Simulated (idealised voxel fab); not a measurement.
process module | voxel ribs on slabs
cross-section cut | 265 nm wide | cells 5 nm
A cross-section is a grid of square cells, given in bands from the top down. A band is one or more rows of cells.
Each band's line starts with the height of the band's top and of its bottom, in nm. Then come its materials from left to right, each with its width in nm. One material with "throughout" fills the band from edge to edge. "air" is empty space.
Height 0 is the level under which the wafer as received is all one material. The lowest band goes on downwards, as in "0 down".
A width such as "30 to 40" changes by the same amount from each row of cells to the next, from the band's top row to its bottom row.
"no change" after a step means that no cell of the cross-section changed.
closed voids: empty space of 8 cells or more with no open way to the top, each as width x height at its distance from the left edge, in nm
after a step's settings: what the simulator itself notes on the step
overlay nm, on a step with a mask: how far to the right of its planned place the mask lay; to the left if negative
plan
1 op RECEIVE | material Si
2 op DIRECTIONAL_DEP | material SiO2 | thk nm 25
3 op DIRECTIONAL_DEP | material polySi | thk nm 15
4 op DIRECTIONAL_DEP | material aC | thk nm 15
5 op PATTERN | tone cover | mask id RIB | material resist | width nm 20 | thk nm 30 | overlay nm 0
6 op DIRECTIONAL_ETCH | etch materials aC | depth nm 15
7 op STRIP | etch materials resist
8 op DIRECTIONAL_ETCH | etch materials polySi | depth nm 5
9 op STRIP | etch materials aC
10 op DIRECTIONAL_DEP | material aC | thk nm 10
11 op PATTERN | tone cover | mask id SLAB | material resist | width nm 50 | thk nm 25 | overlay nm 0
12 op DIRECTIONAL_ETCH | etch materials aC | depth nm 10
13 op STRIP | etch materials resist
14 op DIRECTIONAL_ETCH | etch materials polySi | depth nm 10
15 op STRIP | etch materials aC
16 op FILL_DEP | material SiO2 | thk nm 30
17 op CMP | height nm 60
18 op DIRECTIONAL_DEP | material W | thk nm 10
19 op MASKED_ETCH | tone cover | mask id HEATER | width nm 30 | etch materials W | depth nm 10 | overlay nm 0
20 op CONFORMAL_DEP | material SiO2 | thk nm 10
as received, after step 1
  0 down: Si throughout
  closed voids: none
a wafer at the end: this start, this plan, one mistake
  80 to 70: air 105 | SiO2 55 | air 105
  70 to 60: SiO2 115 | W 35 | SiO2 115
  60 to 40: SiO2 throughout
  40 to 35: SiO2 120 | polySi 20 | SiO2 125
  35 to 25: SiO2 105 | polySi 50 | SiO2 110
  25 to 0: SiO2 throughout
  0 down: Si throughout
  closed voids: none
what went wrong: step 19 ran as: op MASKED_ETCH | tone cover | mask id HEATER | width nm 35 | etch materials W | depth nm 10 | overlay nm 0
